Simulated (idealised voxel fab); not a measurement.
Process module name: voxel capacitor over wiring
Section cut is 280 nm wide and gridded with 5 nm square cells.
Cross-section layout: square cells on a grid; listed as bands, top to bottom; a band spans one or more cell rows.
Heads up on the band format: heights come first, top then bottom, in nm. After that it's the materials left to right, each with its width in nm. A single material flagged "throughout" fills the whole band edge to edge, and "empty" means there's empty space there.
We count height from 0. Below that, the starting wafer is all one material. The lowest band never ends at the bottom but goes on down; see "z 0 and below" for how that is written.
Think of "30 to 40" as a width that walks from the first number to the second as you go down the band, top row to bottom row, taking equal-sized steps from row to row.
For the purposes of this document, the phrase "identical to before" attached to a step denotes that no cell within the cross-section was modified by that step.
"Closed voids list" - sealed voids, min. 8 cells, no opening to top; format: width x height at distance (distance from left edge; nm throughout).
If you see something after the settings on a step's line, that's the simulator's own remark about that step.
overlay nm: for a step with a mask, the amount by which the mask lay right of where it was planned; a negative amount means left of it.
[Planned process steps]
- 1: op RECEIVE | material Si
- 2: op CONFORMAL_DEP | material SiO2 | thk nm 10
- 3: op DIRECTIONAL_DEP | material TiN | thk nm 5
- 4: op DIRECTIONAL_DEP | material W | thk nm 20
- 5: op MASKED_ETCH | tone cover | mask id METAL_1 | width nm 25 | pitch nm 85 | etch materials W | depth nm 20 | overlay nm 0
- 6: op MASKED_ETCH | tone cover | mask id METAL_1 | width nm 25 | pitch nm 85 | etch materials TiN | depth nm 5 | overlay nm 0
- 7: op CONFORMAL_DEP | material SiN | thk nm 5
- 8: op FILL_DEP | material lowk | thk nm 5
- 9: op CMP | height nm 35
- 10: op CONFORMAL_DEP | material SiCN | thk nm 5
- 11: op DIRECTIONAL_DEP | material SiO2 | thk nm 15
- 12: op PATTERN | tone open | mask id PLUG_1 | material resist | width nm 15 | thk nm 15 | overlay nm 0
- 13: op DIRECTIONAL_ETCH | etch materials SiO2 | depth nm 15
- 14: op DIRECTIONAL_ETCH | etch materials SiCN | depth nm 5
- 15: op STRIP | etch materials resist
- 16: op EPI | material Ru | thk nm 10
- 17: op EPI | material Ru | thk nm 10
- 18: op DIRECTIONAL_DEP | material TiN | thk nm 10
- 19: op DIRECTIONAL_DEP | material HfO2 | thk nm 5
- 20: op DIRECTIONAL_DEP | material TiN | thk nm 5
- 21: op DIRECTIONAL_DEP | material aC | thk nm 15
- 22: op PATTERN | tone cover | mask id UPPER_PLATE | material resist | width nm 65 | thk nm 30 | overlay nm 0
- 23: op DIRECTIONAL_ETCH | etch materials aC | depth nm 15
- 24: op STRIP | etch materials resist
- 25: op DIRECTIONAL_ETCH | etch materials TiN | depth nm 5
- 26: op DIRECTIONAL_ETCH | etch materials HfO2 | depth nm 5
- 27: op STRIP | etch materials aC
- 28: op DIRECTIONAL_DEP | material aC | thk nm 15
- 29: op PATTERN | tone cover | mask id LOWER_PLATE | material resist | width nm 75 | thk nm 35 | overlay nm 0
- 30: op DIRECTIONAL_ETCH | etch materials aC | depth nm 15
- 31: op STRIP | etch materials resist
- 32: op DIRECTIONAL_ETCH | etch materials TiN | depth nm 10
- 33: op STRIP | etch materials aC
- 34: op FILL_DEP | material SiO2 | thk nm 15
- 35: op CMP | height nm 85
- 36: op DIRECTIONAL_DEP | material aC | thk nm 15
- 37: op PATTERN | tone open | mask id PLUG_2 | material resist | width nm 15 | thk nm 35 | overlay nm 0
- 38: op DIRECTIONAL_ETCH | etch materials aC | depth nm 15
- 39: op STRIP | etch materials resist
- 40: op DIRECTIONAL_ETCH | etch materials SiO2 | depth nm 10
- 41: op STRIP | etch materials aC
- 42: op CONFORMAL_DEP | material TiN | thk nm 5
- 43: op FILL_DEP | material Cu | thk nm 5
- 44: op CMP | height nm 85
- 45: op CONFORMAL_DEP | material SiCN | thk nm 5
[Cross-section of the incoming wafer, state after step 1]
    z 0 and below: Si throughout
    Closed voids list: none
[Cross-section, first of two wafers, end of module, run as planned]
    z 90 to 85: SiCN throughout
    z 85 to 80: 105 SiO2; 5 TiN; 5 Cu; 5 TiN; 160 SiO2
    z 80 to 70: 105 to 95 SiO2; 15 to 65 TiN; 160 to 120 SiO2
    z 70 to 65: 95 SiO2; 65 HfO2; 120 SiO2
    z 65 to 55: 90 SiO2; 75 TiN; 115 SiO2
    z 55 to 40: 95 SiO2; 15 Ru; 170 SiO2
    z 40 to 35: 95 SiCN; 15 Ru; 170 SiCN
    z 35 to 15: 80 lowk; 5 SiN; 25 W; 5 SiN; 50 lowk; 5 SiN; 25 W; 5 SiN; 80 lowk
    z 15 to 10: 85 SiN; 25 TiN; 60 SiN; 25 TiN; 85 SiN
    z 10 to 0: SiO2 throughout
    z 0 and below: Si throughout
    Closed voids list: none
[Here is the second of the two wafers cut open at the end of the module - same start, same plan as the first one, but we made one mistake running it]
    z 90 to 85: SiCN throughout
    z 85 to 75: 105 SiO2; 15 to 55 TiN; 160 to 120 SiO2
    z 75 to 70: 110 SiO2; 50 HfO2; 120 SiO2
    z 70 to 60: 90 SiO2; 5 TiN; 15 SiO2; 55 TiN; 115 SiO2
    z 60 to 55: 95 SiO2; 15 TiN; 170 SiO2
    z 55 to 50: 95 SiO2; 15 HfO2; 170 SiO2
    z 50 to 45: 95 SiO2; 15 TiN; 170 SiO2
    z 45 to 40: 95 SiCN; 15 TiN; 170 SiCN
    z 40 to 35: 80 lowk; 35 SiN; 50 lowk; 35 SiN; 80 lowk
    z 35 to 15: 80 lowk; 5 SiN; 25 W; 5 SiN; 50 lowk; 5 SiN; 25 W; 5 SiN; 80 lowk
    z 15 to 10: 85 SiN; 25 TiN; 60 SiN; 25 TiN; 85 SiN
    z 10 to 0: SiO2 throughout
    z 0 and below: Si throughout
    Closed voids list: none
Want to know what went wrong? it should be noted that step 9 was executed with settings other than those planned, the operation and settings actually applied being op CMP | height nm 40
at the end the second wafer has, in cells: 1 fewer of Cu, 12 fewer of Ru, 14 more of SiN, 42 fewer of SiO2, 1 fewer of TiN, 42 more of lowk
